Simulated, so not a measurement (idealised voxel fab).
The following is a process module called voxel self aligned vias.
The cross-section shown here is cut; it is 215 nm wide and divided into square cells measuring 5 nm on a side.
A cross-section in this document is a grid of square cells, and it is written down as bands, the top band listed before the ones below it; a band is made up of one or more rows of cells. Band entry format. Leading values: height of top, height of bottom, nm. Remainder: materials in left-to-right order, each with its width in nm. Special words: "everywhere" on a single material, which then fills the band edge to edge; "empty", empty space. Beneath 0, the wafer as received is one material, and that level is where height counting begins. The lowest band goes on downward without a bottom; it is written like "0..down". It should be noted that a width expressed as "30->40" varies in equal increments from row to row of cells within the band, taking the value of the first number at the top row and that of the second number at the bottom row. "remained unchanged" means the step left every cell of the cross-section as it was. Enclosed voids (no open way to top), threshold 8 cells or more, entry "Listed closed voids", notation width x height at distance, distance from left edge, nm. Past the settings on a step's line: simulator remark, on that step. overlay nm: mask right of planned place by this much (step with mask). Neg. = left.

# Process steps (planned)
1,RECEIVE,material Si
2,CONFORMAL_DEP,material SiO2,thk nm 10
3,CONFORMAL_DEP,material SiCN,thk nm 5
4,DIRECTIONAL_DEP,material SiO2,thk nm 20
5,DIRECTIONAL_DEP,material aC,thk nm 15
6,PATTERN,tone open,mask id LINES,material resist,width nm 20,pitch nm 60,thk nm 30,overlay nm 0
7,DIRECTIONAL_ETCH,etch materials aC,depth nm 15
8,STRIP,etch materials resist
9,DIRECTIONAL_ETCH,etch materials SiO2,depth nm 20
10,STRIP,etch materials aC
11,CONFORMAL_DEP,material TiN,thk nm 5
12,FILL_DEP,material W,thk nm 10
13,CMP,height nm 35
14,SELECTIVE_ETCH,etch materials W Ru TiN,depth nm 10
15,FILL_DEP,material SiN,thk nm 10
16,CMP,height nm 35
17,DIRECTIONAL_DEP,material SiO2,thk nm 15
18,DIRECTIONAL_DEP,material aC,thk nm 10
19,PATTERN,tone open,mask id VIAS,material resist,width nm 20,thk nm 30,overlay nm 0
20,DIRECTIONAL_ETCH,etch materials aC,depth nm 10
21,STRIP,etch materials resist
22,DIRECTIONAL_ETCH,etch materials SiO2,depth nm 15
23,DIRECTIONAL_ETCH,etch materials SiN,depth nm 10
24,STRIP,etch materials aC
25,CONFORMAL_DEP,material TiN,thk nm 5
26,FILL_DEP,material W,thk nm 5
27,CMP,height nm 50
28,CONFORMAL_DEP,material SiN,thk nm 5
Split variable: width nm, step 19. Plan value = first wafer. Wafers start alike.

# First of several wafers, received after step 1, in cross-section
    0..down  Si everywhere
    Listed closed voids: none

# First of several wafers in cross-section at module end, following the final step, step 28
    55..50  SiN everywhere
    50..35  SiO2=65 | TiN=5 | W=10 | TiN=5 | SiO2=130
    35..30  SiO2=65 | TiN=5 | W=10 | TiN=5 | SiO2=40 | SiN=20 | SiO2=70
    30..25  SiO2=65 | TiN=20 | SiO2=40 | SiN=20 | SiO2=70
    25..20  SiO2=65 | TiN=5 | W=10 | TiN=5 | SiO2=40 | TiN=5 | W=10 | TiN=5 | SiO2=70
    20..15  SiO2=65 | TiN=20 | SiO2=40 | TiN=20 | SiO2=70
    15..10  SiCN everywhere
    10..0  SiO2 everywhere
    0..down  Si everywhere
    Listed closed voids: none

# Last wafer of the set, cross-sectioned at end of module
    55..50  SiN everywhere
    50..40  SiO2=55 | TiN=5 | W=35 | TiN=5 | SiO2=115
    40..35  SiO2=55 | TiN=15 | W=10 | TiN=20 | SiO2=115
    35..30  SiO2=65 | TiN=5 | W=10 | TiN=5 | SiO2=40 | SiN=20 | SiO2=70
    30..25  SiO2=65 | TiN=20 | SiO2=40 | SiN=20 | SiO2=70
    25..20  SiO2=65 | TiN=5 | W=10 | TiN=5 | SiO2=40 | TiN=5 | W=10 | TiN=5 | SiO2=70
    20..15  SiO2=65 | TiN=20 | SiO2=40 | TiN=20 | SiO2=70
    15..10  SiCN everywhere
    10..0  SiO2 everywhere
    0..down  Si everywhere
    Listed closed voids: none

# Below is a per-wafer table. In it, each row describes the wafer at the end of the module by giving, for each material, the number of cells gained (+) or lost (-) since the wafer was received, and after that the closed voids of the wafer
width nm 20, +43 SiCN, +51 SiN, +343 SiO2, +24 TiN, +12 W, Listed closed voids: none
width nm 25, +43 SiCN, +51 SiN, +340 SiO2, +25 TiN, +14 W, Listed closed voids: none
width nm 30, +43 SiCN, +51 SiN, +337 SiO2, +26 TiN, +16 W, Listed closed voids: none
width nm 35, +43 SiCN, +51 SiN, +334 SiO2, +27 TiN, +18 W, Listed closed voids: none
width nm 40, +43 SiCN, +51 SiN, +331 SiO2, +28 TiN, +20 W, Listed closed voids: none
width nm 45, +43 SiCN, +51 SiN, +328 SiO2, +29 TiN, +22 W, Listed closed voids: none
